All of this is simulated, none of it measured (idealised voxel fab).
Process module name: voxel trench capacitor
Xsec cut, 265 nm wide, square cell size 5 nm.
Cross-section format: a grid of square cells, given as bands from top to bottom; each band is one or more rows of cells. Heads up on the band format: heights come first, top then bottom, in nm. After that it's the materials left to right, each with its width in nm. A single material flagged "all across" fills the whole band edge to edge, and "air" means there's empty space there. Height is counted from the level 0, under which the received wafer is composed throughout of one material. The lowest of the bands is not closed at the bottom but continues downward, in the notation "z 0 and below". Quick explanation for "30..40": the width changes in equal steps down the rows of cells, from the first number in the band's top row to the second number in its bottom row. "nothing got changed" after a step means that no cell of the cross-section changed. "Trapped voids" specifies each empty space that is not open to the top and that occupies no fewer than 8 cells, using the form width x height at distance, the distance measured from the left edge and all three quantities in nm. On a step's line, text after the settings is the simulator commenting on that step. On any step carrying a mask, the "overlay nm" setting, if present on the step's line, tells how far right of its planned place the mask lay; negative values point to the left.

Here's what the planned process steps look like
1 RECEIVE [material Si]
2 CONFORMAL_DEP [material SiN] [thk nm 5]
3 MASKED_ETCH [tone open] [mask id TRENCH] [width nm 30] [pitch nm 55] [etch materials SiN] [depth nm 5] [overlay nm -15]
4 MASKED_ETCH [tone open] [mask id TRENCH] [width nm 30] [pitch nm 55] [etch materials Si] [depth nm 25] [overlay nm 0]
5 CONFORMAL_DEP [material HfO2] [thk nm 5]
6 CONFORMAL_DEP [material TiN] [thk nm 5]
7 FILL_DEP [material W] [thk nm 5]
8 CMP [height nm 5]
The wafers in this document start out alike and differ in the overlay nm applied at step 3; the plan shows the value used for the first wafer.

First wafer of several, as received: cross-section after step 1
z 0 and below: Si all across
Trapped voids: none

Per wafer (row), end of module: delta in cells per material since receipt, (+) for gained, (-) for lost; closed voids after that
overlay nm -15, +48 HfO2, -45 Si, +35 SiN, +15 TiN, Trapped voids: none
overlay nm -10, +48 HfO2, -60 Si, +35 SiN, +30 TiN, Trapped voids: none
overlay nm -5, +48 HfO2, -75 Si, +35 SiN, +33 TiN, +12 W, Trapped voids: none
overlay nm 0, +48 HfO2, -90 Si, +35 SiN, +36 TiN, +24 W, Trapped voids: none
overlay nm 5, +48 HfO2, -75 Si, +35 SiN, +33 TiN, +12 W, Trapped voids: none
overlay nm 10, +48 HfO2, -60 Si, +35 SiN, +30 TiN, Trapped voids: none
overlay nm 15, +48 HfO2, -45 Si, +35 SiN, +15 TiN, Trapped voids: none
